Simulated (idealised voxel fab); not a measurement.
The following is a process module called voxel transistor to metal.
Cross-sectional view cut (width: 210 nm; square cell size: 5 nm).
Square cells in a grid make up a cross-section in this document, and the grid is given as bands, listed from the top down, each one or more rows of cells.
Read a band's entry like this: the first values are the height of its top and the height of its bottom in nm, and what follows is the sequence of materials from left to right, each with its width in nm. Note that "empty" is empty space, and that a single material marked "edge to edge" reaches across the band from edge to edge.
A quick word on heights: they are counted from 0, and under that level the wafer as it came to us is one material throughout. The lowest band is different from the rest in having no bottom; it simply continues downward, written as in "from 0 down".
Quick explanation for "30..40": the width changes in equal steps down the rows of cells, from the first number in the band's top row to the second number in its bottom row.
Where a step carries "nothing was modified", the cross-section came out of it unchanged, cell for cell.
Closed-off voids of 8+ cells (no open route to the top) go in "Closed void inventory", written width x height at distance from the left edge, in nm.
Heads up: the bit after the settings on a step's line is the simulator's remark on that step.
"overlay nm", when on a step's line for a step with a mask, measures how far to the right of its planned place the mask lay; a negative measure means to the left.
Every pair from here on: before one process step, after it. The after cross-section reaches only to the lowest band that changed. Below the pair: the step in between and its settings. Pairs can belong to different runs of this module on the same starting wafer; a pair carries on from the pair above only if the entry headed "Pre-step condition" says so.

Pre-step condition
    from 50 to 40  55 of SiO2, 5 of TiN, 20 of W, 5 of TiN, 35 of SiO2, 5 of TiN, 20 of W, 5 of TiN, 60 of SiO2
    from 40 to 35  55 of SiO2, 5 of TiN, 10 of W, 15 of TiN, 35 of SiO2, 15 of TiN, 10 of W, 5 of TiN, 60 of SiO2
    from 35 to 25  55 of SiO2, 5 of TiN, 10 of W, 5 of TiN, 10 of SiN, 5 of SiO2, 25 of SiCN, 5 of SiO2, 10 of SiN, 5 of TiN, 10 of W, 5 of TiN, 60 of SiO2
    from 25 to 20  55 of SiO2, 5 of TiN, 10 of W, 5 of TiN, 10 of SiN, 5 of SiO2, 25 of polySi, 5 of SiO2, 10 of SiN, 5 of TiN, 10 of W, 5 of TiN, 60 of SiO2
    from 20 to 15  55 of SiO2, 20 of TiN, 10 of SiN, 5 of SiO2, 25 of polySi, 5 of SiO2, 10 of SiN, 20 of TiN, 60 of SiO2
    from 15 to 0  55 of SiO2, 20 of pSi, 10 of SiN, 5 of SiO2, 25 of polySi, 5 of SiO2, 10 of SiN, 20 of pSi, 60 of SiO2
    from 0 to -5  40 of SiO2, 35 of pSi, 55 of SiO2, 35 of pSi, 45 of SiO2
    from -5 to -20  45 of SiO2, 30 of pSi, 55 of Si, 30 of pSi, 50 of SiO2
    from -20 down  Si edge to edge
    Closed void inventory: none

Post-Step Snapshot
    from 70 to 50  lowk edge to edge
    Whatever lies below 50 is exactly as it was before.
    Closed void inventory: none
Applied between the two views above: DIRECTIONAL_DEP with material lowk, thk nm 20

Pre-step condition: the after view from the pair directly above serves as the before view here.

Post-Step Snapshot
    from 75 to 70  SiCN edge to edge
    Whatever lies below 70 is exactly as it was before.
    Closed void inventory: none
Applied between the two views above: CONFORMAL_DEP with material SiCN, thk nm 5

Pre-step condition: the after view from the pair directly above serves as the before view here.

Post-Step Snapshot
    from 85 to 75  aC edge to edge
    Whatever lies below 75 is exactly as it was before.
    Closed void inventory: none
Applied between the two views above: DIRECTIONAL_DEP with material aC, thk nm 10

Pre-step condition: the after view from the pair directly above serves as the before view here.

Post-Step Snapshot
    from 115 to 85  55 of resist, 15 of empty, 65 of resist, 15 of empty, 60 of resist
    Whatever lies below 85 is exactly as it was before.
    Closed void inventory: none
Applied between the two views above: PATTERN with tone open, mask id METAL_1, material resist, width nm 15, pitch nm 80, thk nm 30, overlay nm 0

Pre-step condition: the after view from the pair directly above serves as the before view here.

Post-Step Snapshot
    from 105 to 85  55 of resist, 15 of empty, 65 of resist, 15 of empty, 60 of resist
    from 85 to 75  55 of aC, 15 of empty, 65 of aC, 15 of empty, 60 of aC
    Whatever lies below 75 is exactly as it was before.
    Closed void inventory: none
Applied between the two views above: DIRECTIONAL_ETCH with etch materials aC, depth nm 10

Pre-step condition: the after view from the pair directly above serves as the before view here.

Post-Step Snapshot
    from 85 to 75  55 of aC, 15 of empty, 65 of aC, 15 of empty, 60 of aC
    Whatever lies below 75 is exactly as it was before.
    Closed void inventory: none
Applied between the two views above: STRIP with etch materials resist

Pre-step condition: the after view from the pair directly above serves as the before view here.

Post-Step Snapshot
    from 85 to 75  55 of aC, 15 of empty, 65 of aC, 15 of empty, 60 of aC
    from 75 to 70  55 of SiCN, 15 of empty, 65 of SiCN, 15 of empty, 60 of SiCN
    Whatever lies below 70 is exactly as it was before.
    Closed void inventory: none
Applied between the two views above: DIRECTIONAL_ETCH with etch materials SiCN, depth nm 5

Pre-step condition: the after view from the pair directly above serves as the before view here.

Post-Step Snapshot
    from 75 to 70  55 of SiCN, 15 of empty, 65 of SiCN, 15 of empty, 60 of SiCN
    Whatever lies below 70 is exactly as it was before.
    Closed void inventory: none
Applied between the two views above: STRIP with etch materials aC

Pre-step condition: the after view from the pair directly above serves as the before view here.

Post-Step Snapshot
    from 80 to 75  60 of TiN, 5 of empty, 75 of TiN, 5 of empty, 65 of TiN
    from 75 to 70  55 of SiCN, 15 of TiN, 65 of SiCN, 15 of TiN, 60 of SiCN
    Whatever lies below 70 is exactly as it was before.
    Closed void inventory: none
Applied between the two views above: CONFORMAL_DEP with material TiN, thk nm 5

Pre-step condition: the after view from the pair directly above serves as the before view here.

Post-Step Snapshot
    from 90 to 80  W edge to edge
    from 80 to 75  60 of TiN, 5 of W, 75 of TiN, 5 of W, 65 of TiN
    Whatever lies below 75 is exactly as it was before.
    Closed void inventory: none
Applied between the two views above: FILL_DEP with material W, thk nm 10

Pre-step condition: the after view from the pair directly above serves as the before view here.

Post-Step Snapshot
    from 75 to 70  55 of SiCN, 15 of TiN, 65 of SiCN, 15 of TiN, 60 of SiCN
    Whatever lies below 70 is exactly as it was before.
    Closed void inventory: none
Applied between the two views above: CMP with height nm 75

Pre-step condition: the after view from the pair directly above serves as the before view here.

Post-Step Snapshot
    from 80 to 75  50 of empty, 25 of Ru, 55 of empty, 25 of Ru, 55 of empty
    Whatever lies below 75 is exactly as it was before.
    Closed void inventory: none
Applied between the two views above: EPI with material Ru, thk nm 5

Pre-step condition: the after view from the pair directly above serves as the before view here.

Post-Step Snapshot
    from 85 to 80  SiCN edge to edge
    from 80 to 75  50 of SiCN, 25 of Ru, 55 of SiCN, 25 of Ru, 55 of SiCN
    Whatever lies below 75 is exactly as it was before.
    Closed void inventory: none
Applied between the two views above: FILL_DEP with material SiCN, thk nm 5

Pre-step condition: the after view from the pair directly above serves as the before view here.

Post-Step Snapshot
    from 115 to 85  SiO2 edge to edge
    Whatever lies below 85 is exactly as it was before.
    Closed void inventory: none
Applied between the two views above: DIRECTIONAL_DEP with material SiO2, thk nm 30

Pre-step condition: the after view from the pair directly above serves as the before view here.

Post-Step Snapshot
    from 135 to 115  55 of resist, 15 of empty, 65 of resist, 15 of empty, 60 of resist
    Whatever lies below 115 is exactly as it was before.
    Closed void inventory: none
Applied between the two views above: PATTERN with tone open, mask id METAL_2, material resist, width nm 15, pitch nm 80, thk nm 20, overlay nm 0

Pre-step condition: the after view from the pair directly above serves as the before view here.

Post-Step Snapshot
    from 135 to 115  55 of resist, 15 of empty, 65 of resist, 15 of empty, 60 of resist
    from 115 to 95  55 of SiO2, 15 of empty, 65 of SiO2, 15 of empty, 60 of SiO2
    Whatever lies below 95 is exactly as it was before.
    Closed void inventory: none
Applied between the two views above: DIRECTIONAL_ETCH with etch materials SiO2, depth nm 20

Pre-step condition: the after view from the pair directly above serves as the before view here.

Post-Step Snapshot
    from 115 to 95  55 of SiO2, 15 of empty, 65 of SiO2, 15 of empty, 60 of SiO2
    Whatever lies below 95 is exactly as it was before.
    Closed void inventory: none
Applied between the two views above: STRIP with etch materials resist

Pre-step condition: the after view from the pair directly above serves as the before view here.

Post-Step Snapshot
    from 115 to 85  55 of SiO2, 15 of empty, 65 of SiO2, 15 of empty, 60 of SiO2
    Whatever lies below 85 is exactly as it was before.
    Closed void inventory: none
Applied between the two views above: MASKED_ETCH with tone open, mask id METAL_2_HOLES, width nm 15, pitch nm 80, etch materials SiO2, depth nm 10, overlay nm 0

Pre-step condition: the after view from the pair directly above serves as the before view here.

Post-Step Snapshot
    from 115 to 85  55 of SiO2, 15 of empty, 65 of SiO2, 15 of empty, 60 of SiO2
    from 85 to 80  55 of SiCN, 15 of empty, 65 of SiCN, 15 of empty, 60 of SiCN
    Whatever lies below 80 is exactly as it was before.
    Closed void inventory: none
Applied between the two views above: MASKED_ETCH with tone open, mask id METAL_2_HOLES, width nm 15, pitch nm 80, etch materials SiCN, depth nm 5, overlay nm 0

Pre-step condition: the after view from the pair directly above serves as the before view here.

Post-Step Snapshot
    from 120 to 115  60 of TiN, 5 of empty, 75 of TiN, 5 of empty, 65 of TiN
    from 115 to 85  55 of SiO2, 5 of TiN, 5 of empty, 5 of TiN, 65 of SiO2, 5 of TiN, 5 of empty, 5 of TiN, 60 of SiO2
    from 85 to 80  55 of SiCN, 15 of TiN, 65 of SiCN, 15 of TiN, 60 of SiCN
    Whatever lies below 80 is exactly as it was before.
    Closed void inventory: none
Applied between the two views above: CONFORMAL_DEP with material TiN, thk nm 5

Pre-step condition: the after view from the pair directly above serves as the before view here.

Post-Step Snapshot
    from 130 to 120  Cu edge to edge
    from 120 to 115  60 of TiN, 5 of Cu, 75 of TiN, 5 of Cu, 65 of TiN
    from 115 to 85  55 of SiO2, 5 of TiN, 5 of Cu, 5 of TiN, 65 of SiO2, 5 of TiN, 5 of Cu, 5 of TiN, 60 of SiO2
    Whatever lies below 85 is exactly as it was before.
    Closed void inventory: none
Applied between the two views above: FILL_DEP with material Cu, thk nm 10

Pre-step condition: the after view from the pair directly above serves as the before view here.

Post-Step Snapshot
    from 115 to 85  55 of SiO2, 5 of TiN, 5 of Cu, 5 of TiN, 65 of SiO2, 5 of TiN, 5 of Cu, 5 of TiN, 60 of SiO2
    Whatever lies below 85 is exactly as it was before.
    Closed void inventory: none
Applied between the two views above: CMP with height nm 115

Pre-step condition: the after view from the pair directly above serves as the before view here.

Post-Step Snapshot
    from 120 to 115  SiN edge to edge
    Whatever lies below 115 is exactly as it was before.
    Closed void inventory: none
Applied between the two views above: CONFORMAL_DEP with material SiN, thk nm 5

Pre-step condition
    from 85 to 80  SiCN edge to edge
    from 80 to 75  50 of SiCN, 25 of Ru, 55 of SiCN, 25 of Ru, 55 of SiCN
    from 75 to 55  55 of lowk, 5 of TiN, 5 of W, 5 of TiN, 65 of lowk, 5 of TiN, 5 of W, 5 of TiN, 60 of lowk
    from 55 to 50  55 of SiCN, 15 of TiN, 65 of SiCN, 15 of TiN, 60 of SiCN
    from 50 to 40  55 of SiO2, 5 of TiN, 20 of W, 5 of TiN, 35 of SiO2, 5 of TiN, 20 of W, 5 of TiN, 60 of SiO2
    from 40 to 35  55 of SiO2, 5 of TiN, 10 of W, 15 of TiN, 35 of SiO2, 15 of TiN, 10 of W, 5 of TiN, 60 of SiO2
    from 35 to 25  55 of SiO2, 5 of TiN, 10 of W, 5 of TiN, 10 of SiN, 5 of SiO2, 25 of SiCN, 5 of SiO2, 10 of SiN, 5 of TiN, 10 of W, 5 of TiN, 60 of SiO2
    from 25 to 20  55 of SiO2, 5 of TiN, 10 of W, 5 of TiN, 10 of SiN, 5 of SiO2, 25 of polySi, 5 of SiO2, 10 of SiN, 5 of TiN, 10 of W, 5 of TiN, 60 of SiO2
    from 20 to 15  55 of SiO2, 20 of TiN, 10 of SiN, 5 of SiO2, 25 of polySi, 5 of SiO2, 10 of SiN, 20 of TiN, 60 of SiO2
    from 15 to 0  55 of SiO2, 20 of pSi, 10 of SiN, 5 of SiO2, 25 of polySi, 5 of SiO2, 10 of SiN, 20 of pSi, 60 of SiO2
    from 0 to -5  40 of SiO2, 35 of pSi, 55 of SiO2, 35 of pSi, 45 of SiO2
    from -5 to -20  45 of SiO2, 30 of pSi, 55 of Si, 30 of pSi, 50 of SiO2
    from -20 down  Si edge to edge
    Closed void inventory: none

Post-Step Snapshot
    from 110 to 85  SiO2 edge to edge
    Whatever lies below 85 is exactly as it was before.
    Closed void inventory: none
Applied between the two views above: DIRECTIONAL_DEP with material SiO2, thk nm 25

Pre-step condition: the after view from the pair directly above serves as the before view here.

Post-Step Snapshot
    from 130 to 110  55 of resist, 15 of empty, 65 of resist, 15 of empty, 60 of resist
    Whatever lies below 110 is exactly as it was before.
    Closed void inventory: none
Applied between the two views above: PATTERN with tone open, mask id METAL_2, material resist, width nm 15, pitch nm 80, thk nm 20, overlay nm 0

Pre-step condition: the after view from the pair directly above serves as the before view here.

Post-Step Snapshot
    from 130 to 110  55 of resist, 15 of empty, 65 of resist, 15 of empty, 60 of resist
    from 110 to 90  55 of SiO2, 15 of empty, 65 of SiO2, 15 of empty, 60 of SiO2
    Whatever lies below 90 is exactly as it was before.
    Closed void inventory: none
Applied between the two views above: DIRECTIONAL_ETCH with etch materials SiO2, depth nm 20

Pre-step condition: the after view from the pair directly above serves as the before view here.

Post-Step Snapshot
    from 110 to 90  55 of SiO2, 15 of empty, 65 of SiO2, 15 of empty, 60 of SiO2
    Whatever lies below 90 is exactly as it was before.
    Closed void inventory: none
Applied between the two views above: STRIP with etch materials resist

Pre-step condition: the after view from the pair directly above serves as the before view here.

Post-Step Snapshot
    from 110 to 85  55 of SiO2, 15 of empty, 65 of SiO2, 15 of empty, 60 of SiO2
    Whatever lies below 85 is exactly as it was before.
    Closed void inventory: none
Applied between the two views above: MASKED_ETCH with tone open, mask id METAL_2_HOLES, width nm 15, pitch nm 80, etch materials SiO2, depth nm 10, overlay nm 0

Pre-step condition: the after view from the pair directly above serves as the before view here.

Post-Step Snapshot
    from 110 to 85  55 of SiO2, 15 of empty, 65 of SiO2, 15 of empty, 60 of SiO2
    from 85 to 80  55 of SiCN, 15 of empty, 65 of SiCN, 15 of empty, 60 of SiCN
    Whatever lies below 80 is exactly as it was before.
    Closed void inventory: none
Applied between the two views above: MASKED_ETCH with tone open, mask id METAL_2_HOLES, width nm 15, pitch nm 80, etch materials SiCN, depth nm 5, overlay nm 0

Pre-step condition: the after view from the pair directly above serves as the before view here.

Post-Step Snapshot
    from 115 to 110  60 of TiN, 5 of empty, 75 of TiN, 5 of empty, 65 of TiN
    from 110 to 85  55 of SiO2, 5 of TiN, 5 of empty, 5 of TiN, 65 of SiO2, 5 of TiN, 5 of empty, 5 of TiN, 60 of SiO2
    from 85 to 80  55 of SiCN, 15 of TiN, 65 of SiCN, 15 of TiN, 60 of SiCN
    Whatever lies below 80 is exactly as it was before.
    Closed void inventory: none
Applied between the two views above: CONFORMAL_DEP with material TiN, thk nm 5

Pre-step condition: the after view from the pair directly above serves as the before view here.

Post-Step Snapshot
    from 125 to 115  Cu edge to edge
    from 115 to 110  60 of TiN, 5 of Cu, 75 of TiN, 5 of Cu, 65 of TiN
    from 110 to 85  55 of SiO2, 5 of TiN, 5 of Cu, 5 of TiN, 65 of SiO2, 5 of TiN, 5 of Cu, 5 of TiN, 60 of SiO2
    Whatever lies below 85 is exactly as it was before.
    Closed void inventory: none
Applied between the two views above: FILL_DEP with material Cu, thk nm 10

Pre-step condition: the after view from the pair directly above serves as the before view here.

Post-Step Snapshot
    from 115 to 110  60 of TiN, 5 of Cu, 75 of TiN, 5 of Cu, 65 of TiN
    Whatever lies below 110 is exactly as it was before.
    Closed void inventory: none
Applied between the two views above: CMP with height nm 115

Pre-step condition: the after view from the pair directly above serves as the before view here.

Post-Step Snapshot
    from 120 to 115  SiN edge to edge
    Whatever lies below 115 is exactly as it was before.
    Closed void inventory: none
Applied between the two views above: CONFORMAL_DEP with material SiN, thk nm 5

Pre-step condition
    from 85 to 75  aC edge to edge
    from 75 to 55  lowk edge to edge
    from 55 to 50  SiCN edge to edge
    from 50 to 40  55 of SiO2, 5 of TiN, 20 of W, 5 of TiN, 35 of SiO2, 5 of TiN, 20 of W, 5 of TiN, 60 of SiO2
    from 40 to 35  55 of SiO2, 5 of TiN, 10 of W, 15 of TiN, 35 of SiO2, 15 of TiN, 10 of W, 5 of TiN, 60 of SiO2
    from 35 to 25  55 of SiO2, 5 of TiN, 10 of W, 5 of TiN, 10 of SiN, 5 of SiO2, 25 of SiCN, 5 of SiO2, 10 of SiN, 5 of TiN, 10 of W, 5 of TiN, 60 of SiO2
    from 25 to 20  55 of SiO2, 5 of TiN, 10 of W, 5 of TiN, 10 of SiN, 5 of SiO2, 25 of polySi, 5 of SiO2, 10 of SiN, 5 of TiN, 10 of W, 5 of TiN, 60 of SiO2
    from 20 to 15  55 of SiO2, 20 of TiN, 10 of SiN, 5 of SiO2, 25 of polySi, 5 of SiO2, 10 of SiN, 20 of TiN, 60 of SiO2
    from 15 to 0  55 of SiO2, 20 of pSi, 10 of SiN, 5 of SiO2, 25 of polySi, 5 of SiO2, 10 of SiN, 20 of pSi, 60 of SiO2
    from 0 to -5  40 of SiO2, 35 of pSi, 55 of SiO2, 35 of pSi, 45 of SiO2
    from -5 to -20  45 of SiO2, 30 of pSi, 55 of Si, 30 of pSi, 50 of SiO2
    from -20 down  Si edge to edge
    Closed void inventory: none

Post-Step Snapshot
    from 115 to 85  50 of resist, 25 of empty, 55 of resist, 25 of empty, 55 of resist
    Whatever lies below 85 is exactly as it was before.
    Closed void inventory: none
Applied between the two views above: PATTERN with tone open, mask id METAL_1, material resist, width nm 25, pitch nm 80, thk nm 30, overlay nm 0

Pre-step condition: the after view from the pair directly above serves as the before view here.

Post-Step Snapshot
    from 105 to 85  50 of resist, 25 of empty, 55 of resist, 25 of empty, 55 of resist
    from 85 to 75  50 of aC, 25 of empty, 55 of aC, 25 of empty, 55 of aC
    Whatever lies below 75 is exactly as it was before.
    Closed void inventory: none
Applied between the two views above: DIRECTIONAL_ETCH with etch materials aC, depth nm 10

Pre-step condition: the after view from the pair directly above serves as the before view here.

Post-Step Snapshot
    from 85 to 75  50 of aC, 25 of empty, 55 of aC, 25 of empty, 55 of aC
    Whatever lies below 75 is exactly as it was before.
    Closed void inventory: none
Applied between the two views above: STRIP with etch materials resist

Pre-step condition: the after view from the pair directly above serves as the before view here.

Post-Step Snapshot
    from 85 to 75  50 of aC, 25 of empty, 55 of aC, 25 of empty, 55 of aC
    from 75 to 55  50 of lowk, 25 of empty, 55 of lowk, 25 of empty, 55 of lowk
    Whatever lies below 55 is exactly as it was before.
    Closed void inventory: none
Applied between the two views above: DIRECTIONAL_ETCH with etch materials lowk, depth nm 20

Pre-step condition: the after view from the pair directly above serves as the before view here.

Post-Step Snapshot
    from 85 to 75  50 of aC, 25 of empty, 55 of aC, 25 of empty, 55 of aC
    from 75 to 55  50 of lowk, 25 of empty, 55 of lowk, 25 of empty, 55 of lowk
    from 55 to 50  50 of SiCN, 25 of empty, 55 of SiCN, 25 of empty, 55 of SiCN
    Whatever lies below 50 is exactly as it was before.
    Closed void inventory: none
Applied between the two views above: DIRECTIONAL_ETCH with etch materials SiCN, depth nm 5

Pre-step condition: the after view from the pair directly above serves as the before view here.

Post-Step Snapshot
    from 75 to 55  50 of lowk, 25 of empty, 55 of lowk, 25 of empty, 55 of lowk
    Whatever lies below 55 is exactly as it was before.
    Closed void inventory: none
Applied between the two views above: STRIP with etch materials aC

Pre-step condition: the after view from the pair directly above serves as the before view here.

Post-Step Snapshot
    from 80 to 75  55 of TiN, 15 of empty, 65 of TiN, 15 of empty, 60 of TiN
    from 75 to 55  50 of lowk, 5 of TiN, 15 of empty, 5 of TiN, 55 of lowk, 5 of TiN, 15 of empty, 5 of TiN, 55 of lowk
    from 55 to 50  50 of SiCN, 25 of TiN, 55 of SiCN, 25 of TiN, 55 of SiCN
    Whatever lies below 50 is exactly as it was before.
    Closed void inventory: none
Applied between the two views above: CONFORMAL_DEP with material TiN, thk nm 5

Pre-step condition: the after view from the pair directly above serves as the before view here.

Post-Step Snapshot
    from 90 to 80  W edge to edge
    from 80 to 75  55 of TiN, 15 of W, 65 of TiN, 15 of W, 60 of TiN
    from 75 to 55  50 of lowk, 5 of TiN, 15 of W, 5 of TiN, 55 of lowk, 5 of TiN, 15 of W, 5 of TiN, 55 of lowk
    Whatever lies below 55 is exactly as it was before.
    Closed void inventory: none
Applied between the two views above: FILL_DEP with material W, thk nm 10

Pre-step condition: the after view from the pair directly above serves as the before view here.

Post-Step Snapshot
    from 75 to 55  50 of lowk, 5 of TiN, 15 of W, 5 of TiN, 55 of lowk, 5 of TiN, 15 of W, 5 of TiN, 55 of lowk
    Whatever lies below 55 is exactly as it was before.
    Closed void inventory: none
Applied between the two views above: CMP with height nm 75

Pre-step condition: the after view from the pair directly above serves as the before view here.

Post-Step Snapshot
    from 80 to 75  45 of empty, 35 of Ru, 45 of empty, 35 of Ru, 50 of empty
    Whatever lies below 75 is exactly as it was before.
    Closed void inventory: none
Applied between the two views above: EPI with material Ru, thk nm 5

Pre-step condition: the after view from the pair directly above serves as the before view here.

Post-Step Snapshot
    from 85 to 80  SiCN edge to edge
    from 80 to 75  45 of SiCN, 35 of Ru, 45 of SiCN, 35 of Ru, 50 of SiCN
    Whatever lies below 75 is exactly as it was before.
    Closed void inventory: none
Applied between the two views above: FILL_DEP with material SiCN, thk nm 5

Pre-step condition: the after view from the pair directly above serves as the before view here.

Post-Step Snapshot
    from 115 to 85  SiO2 edge to edge
    Whatever lies below 85 is exactly as it was before.
    Closed void inventory: none
Applied between the two views above: DIRECTIONAL_DEP with material SiO2, thk nm 30

Pre-step condition: the after view from the pair directly above serves as the before view here.

Post-Step Snapshot
    from 135 to 115  55 of resist, 15 of empty, 65 of resist, 15 of empty, 60 of resist
    Whatever lies below 115 is exactly as it was before.
    Closed void inventory: none
Applied between the two views above: PATTERN with tone open, mask id METAL_2, material resist, width nm 15, pitch nm 80, thk nm 20, overlay nm 0

Pre-step condition: the after view from the pair directly above serves as the before view here.

Post-Step Snapshot
    from 135 to 115  55 of resist, 15 of empty, 65 of resist, 15 of empty, 60 of resist
    from 115 to 95  55 of SiO2, 15 of empty, 65 of SiO2, 15 of empty, 60 of SiO2
    Whatever lies below 95 is exactly as it was before.
    Closed void inventory: none
Applied between the two views above: DIRECTIONAL_ETCH with etch materials SiO2, depth nm 20

Pre-step condition: the after view from the pair directly above serves as the before view here.

Post-Step Snapshot
    from 115 to 95  55 of SiO2, 15 of empty, 65 of SiO2, 15 of empty, 60 of SiO2
    Whatever lies below 95 is exactly as it was before.
    Closed void inventory: none
Applied between the two views above: STRIP with etch materials resist

Pre-step condition: the after view from the pair directly above serves as the before view here.

Post-Step Snapshot
    from 115 to 85  55 of SiO2, 15 of empty, 65 of SiO2, 15 of empty, 60 of SiO2
    Whatever lies below 85 is exactly as it was before.
    Closed void inventory: none
Applied between the two views above: MASKED_ETCH with tone open, mask id METAL_2_HOLES, width nm 15, pitch nm 80, etch materials SiO2, depth nm 10, overlay nm 0

Pre-step condition: the after view from the pair directly above serves as the before view here.

Post-Step Snapshot
    from 115 to 85  55 of SiO2, 15 of empty, 65 of SiO2, 15 of empty, 60 of SiO2
    from 85 to 80  55 of SiCN, 15 of empty, 65 of SiCN, 15 of empty, 60 of SiCN
    Whatever lies below 80 is exactly as it was before.
    Closed void inventory: none
Applied between the two views above: MASKED_ETCH with tone open, mask id METAL_2_HOLES, width nm 15, pitch nm 80, etch materials SiCN, depth nm 5, overlay nm 0

Pre-step condition: the after view from the pair directly above serves as the before view here.

Post-Step Snapshot
    from 120 to 115  60 of TiN, 5 of empty, 75 of TiN, 5 of empty, 65 of TiN
    from 115 to 85  55 of SiO2, 5 of TiN, 5 of empty, 5 of TiN, 65 of SiO2, 5 of TiN, 5 of empty, 5 of TiN, 60 of SiO2
    from 85 to 80  55 of SiCN, 15 of TiN, 65 of SiCN, 15 of TiN, 60 of SiCN
    Whatever lies below 80 is exactly as it was before.
    Closed void inventory: none
Applied between the two views above: CONFORMAL_DEP with material TiN, thk nm 5

Pre-step condition: the after view from the pair directly above serves as the before view here.

Post-Step Snapshot
    from 130 to 120  Cu edge to edge
    from 120 to 115  60 of TiN, 5 of Cu, 75 of TiN, 5 of Cu, 65 of TiN
    from 115 to 85  55 of SiO2, 5 of TiN, 5 of Cu, 5 of TiN, 65 of SiO2, 5 of TiN, 5 of Cu, 5 of TiN, 60 of SiO2
    Whatever lies below 85 is exactly as it was before.
    Closed void inventory: none
Applied between the two views above: FILL_DEP with material Cu, thk nm 10

Pre-step condition: the after view from the pair directly above serves as the before view here.

Post-Step Snapshot
    from 115 to 85  55 of SiO2, 5 of TiN, 5 of Cu, 5 of TiN, 65 of SiO2, 5 of TiN, 5 of Cu, 5 of TiN, 60 of SiO2
    Whatever lies below 85 is exactly as it was before.
    Closed void inventory: none
Applied between the two views above: CMP with height nm 115

Pre-step condition: the after view from the pair directly above serves as the before view here.

Post-Step Snapshot
    from 120 to 115  SiN edge to edge
    Whatever lies below 115 is exactly as it was before.
    Closed void inventory: none
Applied between the two views above: CONFORMAL_DEP with material SiN, thk nm 5

Pre-step condition
    from 65 to 50  aC edge to edge
    from 50 to 35  SiO2 edge to edge
    from 35 to 25  75 of SiO2, 10 of SiN, 5 of SiO2, 25 of SiCN, 5 of SiO2, 10 of SiN, 80 of SiO2
    from 25 to 15  75 of SiO2, 10 of SiN, 5 of SiO2, 25 of polySi, 5 of SiO2, 10 of SiN, 80 of SiO2
    from 15 to 0  55 of SiO2, 20 of pSi, 10 of SiN, 5 of SiO2, 25 of polySi, 5 of SiO2, 10 of SiN, 20 of pSi, 60 of SiO2
    from 0 to -5  40 of SiO2, 35 of pSi, 55 of SiO2, 35 of pSi, 45 of SiO2
    from -5 to -20  45 of SiO2, 30 of pSi, 55 of Si, 30 of pSi, 50 of SiO2
    from -20 down  Si edge to edge
    Closed void inventory: none

Post-Step Snapshot
    from 95 to 65  60 of resist, 30 of empty, 35 of resist, 30 of empty, 55 of resist
    Whatever lies below 65 is exactly as it was before.
    Closed void inventory: none
Applied between the two views above: PATTERN with tone open, mask id CONTACT, material resist, width nm 30, pitch nm 65, thk nm 30, overlay nm 5

Pre-step condition: the after view from the pair directly above serves as the before view here.

Post-Step Snapshot
    from 80 to 65  60 of resist, 30 of empty, 35 of resist, 30 of empty, 55 of resist
    from 65 to 50  60 of aC, 30 of empty, 35 of aC, 30 of empty, 55 of aC
    Whatever lies below 50 is exactly as it was before.
    Closed void inventory: none
Applied between the two views above: DIRECTIONAL_ETCH with etch materials aC, depth nm 15

Pre-step condition: the after view from the pair directly above serves as the before view here.

Post-Step Snapshot
    from 65 to 50  60 of aC, 30 of empty, 35 of aC, 30 of empty, 55 of aC
    Whatever lies below 50 is exactly as it was before.
    Closed void inventory: none
Applied between the two views above: STRIP with etch materials resist

Pre-step condition: the after view from the pair directly above serves as the before view here.

Post-Step Snapshot
    from 65 to 50  60 of aC, 30 of empty, 35 of aC, 30 of empty, 55 of aC
    from 50 to 35  60 of SiO2, 30 of empty, 35 of SiO2, 30 of empty, 55 of SiO2
    from 35 to 25  60 of SiO2, 15 of empty, 10 of SiN, 5 of empty, 25 of SiCN, 5 of SiO2, 10 of SiN, 25 of empty, 55 of SiO2
    from 25 to 15  60 of SiO2, 15 of empty, 10 of SiN, 5 of empty, 25 of polySi, 5 of SiO2, 10 of SiN, 25 of empty, 55 of SiO2
    Whatever lies below 15 is exactly as it was before.
    Closed void inventory: none
Applied between the two views above: DIRECTIONAL_ETCH with etch materials SiO2, depth nm 35

Pre-step condition: the after view from the pair directly above serves as the before view here.

Post-Step Snapshot
    from 50 to 35  60 of SiO2, 30 of empty, 35 of SiO2, 30 of empty, 55 of SiO2
    Whatever lies below 35 is exactly as it was before.
    Closed void inventory: none
Applied between the two views above: STRIP with etch materials aC

Pre-step condition: the after view from the pair directly above serves as the before view here.

Post-Step Snapshot
    from 55 to 50  65 of TiN, 20 of empty, 45 of TiN, 20 of empty, 60 of TiN
    from 50 to 40  60 of SiO2, 5 of TiN, 20 of empty, 5 of TiN, 35 of SiO2, 5 of TiN, 20 of empty, 5 of TiN, 55 of SiO2
    from 40 to 35  60 of SiO2, 5 of TiN, 5 of empty, 20 of TiN, 35 of SiO2, 10 of TiN, 15 of empty, 5 of TiN, 55 of SiO2
    from 35 to 25  60 of SiO2, 5 of TiN, 5 of empty, 5 of TiN, 10 of SiN, 5 of TiN, 25 of SiCN, 5 of SiO2, 10 of SiN, 5 of TiN, 15 of empty, 5 of TiN, 55 of SiO2
    from 25 to 20  60 of SiO2, 5 of TiN, 5 of empty, 5 of TiN, 10 of SiN, 5 of TiN, 25 of polySi, 5 of SiO2, 10 of SiN, 5 of TiN, 15 of empty, 5 of TiN, 55 of SiO2
    from 20 to 15  60 of SiO2, 15 of TiN, 10 of SiN, 5 of TiN, 25 of polySi, 5 of SiO2, 10 of SiN, 25 of TiN, 55 of SiO2
    Whatever lies below 15 is exactly as it was before.
    Closed void inventory: none
Applied between the two views above: CONFORMAL_DEP with material TiN, thk nm 5

Pre-step condition: the after view from the pair directly above serves as the before view here.

Post-Step Snapshot
    from 65 to 55  W edge to edge
    from 55 to 50  65 of TiN, 20 of W, 45 of TiN, 20 of W, 60 of TiN
    from 50 to 40  60 of SiO2, 5 of TiN, 20 of W, 5 of TiN, 35 of SiO2, 5 of TiN, 20 of W, 5 of TiN, 55 of SiO2
    from 40 to 35  60 of SiO2, 5 of TiN, 5 of W, 20 of TiN, 35 of SiO2, 10 of TiN, 15 of W, 5 of TiN, 55 of SiO2
    from 35 to 25  60 of SiO2, 5 of TiN, 5 of W, 5 of TiN, 10 of SiN, 5 of TiN, 25 of SiCN, 5 of SiO2, 10 of SiN, 5 of TiN, 15 of W, 5 of TiN, 55 of SiO2
    from 25 to 20  60 of SiO2, 5 of TiN, 5 of W, 5 of TiN, 10 of SiN, 5 of TiN, 25 of polySi, 5 of SiO2, 10 of SiN, 5 of TiN, 15 of W, 5 of TiN, 55 of SiO2
    Whatever lies below 20 is exactly as it was before.
    Closed void inventory: none
Applied between the two views above: FILL_DEP with material W, thk nm 10
